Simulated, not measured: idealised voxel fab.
process module | voxel capacitor over wiring
cross-section cut | 160 nm wide | cells 5 nm
A cross-section is a grid of square cells, given in bands from the top down. A band is one or more rows of cells.
Each band's line starts with the height of the band's top and of its bottom, in nm. Then come its materials from left to right, each with its width in nm. One material with "throughout" fills the band from edge to edge. "air" is empty space.
Height 0 is the level under which the wafer as received is all one material. The lowest band goes on downwards, as in "0 down".
A width such as "30 to 40" changes by the same amount from each row of cells to the next, from the band's top row to its bottom row.
"no change" after a step means that no cell of the cross-section changed.
closed voids: empty space of 8 cells or more with no open way to the top, each as width x height at its distance from the left edge, in nm
after a step's settings: what the simulator itself notes on the step
overlay nm, on a step with a mask: how far to the right of its planned place the mask lay; to the left if negative
plan
1 op RECEIVE | material Si
2 op CONFORMAL_DEP | material SiO2 | thk nm 15
3 op CONFORMAL_DEP | material SiN | thk nm 5
4 op DIRECTIONAL_DEP | material lowk | thk nm 20
5 op DIRECTIONAL_DEP | material aC | thk nm 10
6 op PATTERN | tone open | mask id METAL_1 | material resist | width nm 30 | pitch nm 95 | thk nm 30 | overlay nm 0
7 op DIRECTIONAL_ETCH | etch materials aC | depth nm 10
8 op STRIP | etch materials resist
9 op DIRECTIONAL_ETCH | etch materials lowk | depth nm 20
10 op DIRECTIONAL_ETCH | etch materials SiN | depth nm 5
11 op STRIP | etch materials aC
12 op CONFORMAL_DEP | material TiN | thk nm 5
13 op FILL_DEP | material W | thk nm 10
14 op CMP | height nm 40
15 op CONFORMAL_DEP | material SiCN | thk nm 5
16 op DIRECTIONAL_DEP | material SiO2 | thk nm 10
17 op DIRECTIONAL_DEP | material aC | thk nm 15
18 op PATTERN | tone open | mask id PLUG_1 | material resist | width nm 15 | thk nm 35 | overlay nm 0
19 op DIRECTIONAL_ETCH | etch materials aC | depth nm 15
20 op STRIP | etch materials resist
21 op DIRECTIONAL_ETCH | etch materials SiO2 | depth nm 10
22 op DIRECTIONAL_ETCH | etch materials SiCN | depth nm 5
23 op STRIP | etch materials aC
24 op CONFORMAL_DEP | material TiN | thk nm 5
25 op FILL_DEP | material W | thk nm 5
26 op CMP | height nm 55
27 op DIRECTIONAL_DEP | material TiN | thk nm 5
28 op DIRECTIONAL_DEP | material HfO2 | thk nm 5
29 op DIRECTIONAL_DEP | material TiN | thk nm 10
30 op PATTERN | tone cover | mask id UPPER_PLATE | material resist | width nm 70 | thk nm 15 | overlay nm 0
31 op DIRECTIONAL_ETCH | etch materials TiN | depth nm 10
32 op DIRECTIONAL_ETCH | etch materials HfO2 | depth nm 5
33 op STRIP | etch materials resist
34 op DIRECTIONAL_DEP | material aC | thk nm 10
35 op PATTERN | tone cover | mask id LOWER_PLATE | material resist | width nm 80 | thk nm 30 | overlay nm 0
36 op DIRECTIONAL_ETCH | etch materials aC | depth nm 10
37 op STRIP | etch materials resist
38 op DIRECTIONAL_ETCH | etch materials TiN | depth nm 5
39 op STRIP | etch materials aC
40 op FILL_DEP | material SiO2 | thk nm 15
41 op CMP | height nm 85
42 op DIRECTIONAL_DEP | material aC | thk nm 15
43 op PATTERN | tone open | mask id PLUG_2 | material resist | width nm 15 | thk nm 35 | overlay nm 0
44 op DIRECTIONAL_ETCH | etch materials aC | depth nm 15
45 op STRIP | etch materials resist
46 op DIRECTIONAL_ETCH | etch materials SiO2 | depth nm 10
47 op STRIP | etch materials aC
48 op CONFORMAL_DEP | material TiN | thk nm 5
49 op FILL_DEP | material Cu | thk nm 10
50 op CMP | height nm 85
51 op CONFORMAL_DEP | material SiCN | thk nm 5
first wafer, as planned
as received, after step 1
  0 down: Si throughout
  closed voids: none
after step 2
  15 to 0: SiO2 throughout
  below 0: unchanged
after step 3
  20 to 15: SiN throughout
  below 15: unchanged
after step 4
  40 to 20: lowk throughout
  below 20: unchanged
after step 5
  50 to 40: aC throughout
  below 40: unchanged
after step 6
  80 to 50: resist 15 | air 30 | resist 65 | air 30 | resist 20
  below 50: unchanged
after step 7
  70 to 50: resist 15 | air 30 | resist 65 | air 30 | resist 20
  50 to 40: aC 15 | air 30 | aC 65 | air 30 | aC 20
  below 40: unchanged
after step 8
  50 to 40: aC 15 | air 30 | aC 65 | air 30 | aC 20
  below 40: unchanged
after step 9
  50 to 40: aC 15 | air 30 | aC 65 | air 30 | aC 20
  40 to 20: lowk 15 | air 30 | lowk 65 | air 30 | lowk 20
  below 20: unchanged
after step 10
  50 to 40: aC 15 | air 30 | aC 65 | air 30 | aC 20
  40 to 20: lowk 15 | air 30 | lowk 65 | air 30 | lowk 20
  20 to 15: SiN 15 | air 30 | SiN 65 | air 30 | SiN 20
  below 15: unchanged
after step 11
  40 to 20: lowk 15 | air 30 | lowk 65 | air 30 | lowk 20
  below 20: unchanged
after step 12
  45 to 40: TiN 20 | air 20 | TiN 75 | air 20 | TiN 25
  40 to 20: lowk 15 | TiN 5 | air 20 | TiN 5 | lowk 65 | TiN 5 | air 20 | TiN 5 | lowk 20
  20 to 15: SiN 15 | TiN 30 | SiN 65 | TiN 30 | SiN 20
  below 15: unchanged
after step 13
  55 to 45: W throughout
  45 to 40: TiN 20 | W 20 | TiN 75 | W 20 | TiN 25
  40 to 20: lowk 15 | TiN 5 | W 20 | TiN 5 | lowk 65 | TiN 5 | W 20 | TiN 5 | lowk 20
  below 20: unchanged
after step 14
  40 to 20: lowk 15 | TiN 5 | W 20 | TiN 5 | lowk 65 | TiN 5 | W 20 | TiN 5 | lowk 20
  below 20: unchanged
after step 15
  45 to 40: SiCN throughout
  below 40: unchanged
after step 16
  55 to 45: SiO2 throughout
  below 45: unchanged
after step 17
  70 to 55: aC throughout
  below 55: unchanged
after step 18
  105 to 70: resist 30 | air 15 | resist 115
  below 70: unchanged
after step 19
  90 to 70: resist 30 | air 15 | resist 115
  70 to 55: aC 30 | air 15 | aC 115
  below 55: unchanged
after step 20
  70 to 55: aC 30 | air 15 | aC 115
  below 55: unchanged
after step 21
  70 to 55: aC 30 | air 15 | aC 115
  55 to 45: SiO2 30 | air 15 | SiO2 115
  below 45: unchanged
after step 22
  70 to 55: aC 30 | air 15 | aC 115
  55 to 45: SiO2 30 | air 15 | SiO2 115
  45 to 40: SiCN 30 | air 15 | SiCN 115
  below 40: unchanged
after step 23
  55 to 45: SiO2 30 | air 15 | SiO2 115
  below 45: unchanged
after step 24
  60 to 55: TiN 35 | air 5 | TiN 120
  55 to 45: SiO2 30 | TiN 5 | air 5 | TiN 5 | SiO2 115
  45 to 40: SiCN 30 | TiN 15 | SiCN 115
  below 40: unchanged
after step 25
  65 to 60: W throughout
  60 to 55: TiN 35 | W 5 | TiN 120
  55 to 45: SiO2 30 | TiN 5 | W 5 | TiN 5 | SiO2 115
  below 45: unchanged
after step 26
  55 to 45: SiO2 30 | TiN 5 | W 5 | TiN 5 | SiO2 115
  below 45: unchanged
after step 27
  60 to 55: TiN throughout
  below 55: unchanged
after step 28
  65 to 60: HfO2 throughout
  below 60: unchanged
after step 29
  75 to 65: TiN throughout
  below 65: unchanged
after step 30
  90 to 75: air 30 | resist 70 | air 60
  below 75: unchanged
after step 31
  90 to 75: air 30 | resist 70 | air 60
  75 to 65: air 30 | TiN 70 | air 60
  below 65: unchanged
after step 32
  90 to 75: air 30 | resist 70 | air 60
  75 to 65: air 30 | TiN 70 | air 60
  65 to 60: air 30 | HfO2 70 | air 60
  below 60: unchanged
after step 33
  75 to 65: air 30 | TiN 70 | air 60
  below 65: unchanged
after step 34
  85 to 75: air 30 | aC 70 | air 60
  75 to 70: air 30 | TiN 70 | air 60
  70 to 65: aC 30 | TiN 70 | aC 60
  65 to 60: aC 30 | HfO2 70 | aC 60
  below 60: unchanged
after step 35
  115 to 85: air 25 | resist 80 | air 55
  85 to 75: air 25 | resist 5 | aC 70 | resist 5 | air 55
  75 to 70: air 25 | resist 5 | TiN 70 | resist 5 | air 55
  below 70: unchanged
after step 36
  105 to 85: air 25 | resist 80 | air 55
  85 to 75: air 25 | resist 5 | aC 70 | resist 5 | air 55
  75 to 70: air 25 | resist 5 | TiN 70 | resist 5 | air 55
  70 to 65: air 25 | aC 5 | TiN 70 | aC 5 | air 55
  65 to 60: air 25 | aC 5 | HfO2 70 | aC 5 | air 55
  below 60: unchanged
after step 37
  85 to 75: air 30 | aC 70 | air 60
  75 to 70: air 30 | TiN 70 | air 60
  below 70: unchanged
after step 38
  85 to 75: air 30 | aC 70 | air 60
  75 to 70: air 30 | TiN 70 | air 60
  70 to 65: air 25 | aC 5 | TiN 70 | aC 5 | air 55
  65 to 60: air 25 | aC 5 | HfO2 70 | aC 5 | air 55
  60 to 55: air 25 | TiN 80 | air 55
  below 55: unchanged
after step 39
  75 to 65: air 30 | TiN 70 | air 60
  65 to 60: air 30 | HfO2 70 | air 60
  below 60: unchanged
after step 40
  90 to 75: SiO2 throughout
  75 to 65: SiO2 30 | TiN 70 | SiO2 60
  65 to 60: SiO2 30 | HfO2 70 | SiO2 60
  60 to 55: SiO2 25 | TiN 80 | SiO2 55
  below 55: unchanged
after step 41
  85 to 75: SiO2 throughout
  below 75: unchanged
after step 42
  100 to 85: aC throughout
  below 85: unchanged
after step 43
  135 to 100: resist 40 | air 15 | resist 105
  below 100: unchanged
after step 44
  120 to 100: resist 40 | air 15 | resist 105
  100 to 85: aC 40 | air 15 | aC 105
  below 85: unchanged
after step 45
  100 to 85: aC 40 | air 15 | aC 105
  below 85: unchanged
after step 46
  100 to 85: aC 40 | air 15 | aC 105
  85 to 75: SiO2 40 | air 15 | SiO2 105
  below 75: unchanged
after step 47
  85 to 75: SiO2 40 | air 15 | SiO2 105
  below 75: unchanged
after step 48
  90 to 85: TiN 45 | air 5 | TiN 110
  85 to 80: SiO2 40 | TiN 5 | air 5 | TiN 5 | SiO2 105
  80 to 75: SiO2 40 | TiN 15 | SiO2 105
  below 75: unchanged
after step 49
  100 to 90: Cu throughout
  90 to 85: TiN 45 | Cu 5 | TiN 110
  85 to 80: SiO2 40 | TiN 5 | Cu 5 | TiN 5 | SiO2 105
  below 80: unchanged
after step 50
  85 to 80: SiO2 40 | TiN 5 | Cu 5 | TiN 5 | SiO2 105
  below 80: unchanged
after step 51
  90 to 85: SiCN throughout
  below 85: unchanged
second wafer: like start, like plan, one mistake. Through step 11 it matches the first wafer
when step 12 should have ended
  45 to 40: HfO2 20 | air 20 | HfO2 75 | air 20 | HfO2 25
  40 to 20: lowk 15 | HfO2 5 | air 20 | HfO2 5 | lowk 65 | HfO2 5 | air 20 | HfO2 5 | lowk 20
  20 to 15: SiN 15 | HfO2 30 | SiN 65 | HfO2 30 | SiN 20
  below 15: unchanged
when step 13 should have ended
  55 to 45: W throughout
  45 to 40: HfO2 20 | W 20 | HfO2 75 | W 20 | HfO2 25
  40 to 20: lowk 15 | HfO2 5 | W 20 | HfO2 5 | lowk 65 | HfO2 5 | W 20 | HfO2 5 | lowk 20
  below 20: unchanged
when step 14 should have ended
  40 to 20: lowk 15 | HfO2 5 | W 20 | HfO2 5 | lowk 65 | HfO2 5 | W 20 | HfO2 5 | lowk 20
  below 20: unchanged
when step 15 should have ended
  45 to 40: SiCN throughout
  below 40: unchanged
when step 16 should have ended
  55 to 45: SiO2 throughout
  below 45: unchanged
when step 17 should have ended
  70 to 55: aC throughout
  below 55: unchanged
when step 18 should have ended
  105 to 70: resist 30 | air 15 | resist 115
  below 70: unchanged
when step 19 should have ended
  90 to 70: resist 30 | air 15 | resist 115
  70 to 55: aC 30 | air 15 | aC 115
  below 55: unchanged
when step 20 should have ended
  70 to 55: aC 30 | air 15 | aC 115
  below 55: unchanged
when step 21 should have ended
  70 to 55: aC 30 | air 15 | aC 115
  55 to 45: SiO2 30 | air 15 | SiO2 115
  below 45: unchanged
when step 22 should have ended
  70 to 55: aC 30 | air 15 | aC 115
  55 to 45: SiO2 30 | air 15 | SiO2 115
  45 to 40: SiCN 30 | air 15 | SiCN 115
  below 40: unchanged
when step 23 should have ended
  55 to 45: SiO2 30 | air 15 | SiO2 115
  below 45: unchanged
when step 24 should have ended
  60 to 55: TiN 35 | air 5 | TiN 120
  55 to 45: SiO2 30 | TiN 5 | air 5 | TiN 5 | SiO2 115
  45 to 40: SiCN 30 | TiN 15 | SiCN 115
  below 40: unchanged
when step 25 should have ended
  65 to 60: W throughout
  60 to 55: TiN 35 | W 5 | TiN 120
  55 to 45: SiO2 30 | TiN 5 | W 5 | TiN 5 | SiO2 115
  below 45: unchanged
when step 26 should have ended
  55 to 45: SiO2 30 | TiN 5 | W 5 | TiN 5 | SiO2 115
  below 45: unchanged
when step 27 should have ended
  60 to 55: TiN throughout
  below 55: unchanged
when step 28 should have ended
  65 to 60: HfO2 throughout
  below 60: unchanged
when step 29 should have ended
  75 to 65: TiN throughout
  below 65: unchanged
when step 30 should have ended
  90 to 75: air 30 | resist 70 | air 60
  below 75: unchanged
when step 31 should have ended
  90 to 75: air 30 | resist 70 | air 60
  75 to 65: air 30 | TiN 70 | air 60
  below 65: unchanged
when step 32 should have ended
  90 to 75: air 30 | resist 70 | air 60
  75 to 65: air 30 | TiN 70 | air 60
  65 to 60: air 30 | HfO2 70 | air 60
  below 60: unchanged
when step 33 should have ended
  75 to 65: air 30 | TiN 70 | air 60
  below 65: unchanged
when step 34 should have ended
  85 to 75: air 30 | aC 70 | air 60
  75 to 70: air 30 | TiN 70 | air 60
  70 to 65: aC 30 | TiN 70 | aC 60
  65 to 60: aC 30 | HfO2 70 | aC 60
  below 60: unchanged
when step 35 should have ended
  115 to 85: air 25 | resist 80 | air 55
  85 to 75: air 25 | resist 5 | aC 70 | resist 5 | air 55
  75 to 70: air 25 | resist 5 | TiN 70 | resist 5 | air 55
  below 70: unchanged
when step 36 should have ended
  105 to 85: air 25 | resist 80 | air 55
  85 to 75: air 25 | resist 5 | aC 70 | resist 5 | air 55
  75 to 70: air 25 | resist 5 | TiN 70 | resist 5 | air 55
  70 to 65: air 25 | aC 5 | TiN 70 | aC 5 | air 55
  65 to 60: air 25 | aC 5 | HfO2 70 | aC 5 | air 55
  below 60: unchanged
when step 37 should have ended
  85 to 75: air 30 | aC 70 | air 60
  75 to 70: air 30 | TiN 70 | air 60
  below 70: unchanged
when step 38 should have ended
  85 to 75: air 30 | aC 70 | air 60
  75 to 70: air 30 | TiN 70 | air 60
  70 to 65: air 25 | aC 5 | TiN 70 | aC 5 | air 55
  65 to 60: air 25 | aC 5 | HfO2 70 | aC 5 | air 55
  60 to 55: air 25 | TiN 80 | air 55
  below 55: unchanged
when step 39 should have ended
  75 to 65: air 30 | TiN 70 | air 60
  65 to 60: air 30 | HfO2 70 | air 60
  below 60: unchanged
when step 40 should have ended
  90 to 75: SiO2 throughout
  75 to 65: SiO2 30 | TiN 70 | SiO2 60
  65 to 60: SiO2 30 | HfO2 70 | SiO2 60
  60 to 55: SiO2 25 | TiN 80 | SiO2 55
  below 55: unchanged
when step 41 should have ended
  85 to 75: SiO2 throughout
  below 75: unchanged
when step 42 should have ended
  100 to 85: aC throughout
  below 85: unchanged
when step 43 should have ended
  135 to 100: resist 40 | air 15 | resist 105
  below 100: unchanged
when step 44 should have ended
  120 to 100: resist 40 | air 15 | resist 105
  100 to 85: aC 40 | air 15 | aC 105
  below 85: unchanged
when step 45 should have ended
  100 to 85: aC 40 | air 15 | aC 105
  below 85: unchanged
when step 46 should have ended
  100 to 85: aC 40 | air 15 | aC 105
  85 to 75: SiO2 40 | air 15 | SiO2 105
  below 75: unchanged
when step 47 should have ended
  85 to 75: SiO2 40 | air 15 | SiO2 105
  below 75: unchanged
when step 48 should have ended
  90 to 85: TiN 45 | air 5 | TiN 110
  85 to 80: SiO2 40 | TiN 5 | air 5 | TiN 5 | SiO2 105
  80 to 75: SiO2 40 | TiN 15 | SiO2 105
  below 75: unchanged
when step 49 should have ended
  100 to 90: Cu throughout
  90 to 85: TiN 45 | Cu 5 | TiN 110
  85 to 80: SiO2 40 | TiN 5 | Cu 5 | TiN 5 | SiO2 105
  below 80: unchanged
when step 50 should have ended
  85 to 80: SiO2 40 | TiN 5 | Cu 5 | TiN 5 | SiO2 105
  below 80: unchanged
when step 51 should have ended
  90 to 85: SiCN throughout
  below 85: unchanged
what went wrong: step 12 ran as: op CONFORMAL_DEP | material HfO2 | thk nm 5
at the end the second wafer has, in cells: 28 more of HfO2 | 28 fewer of TiN
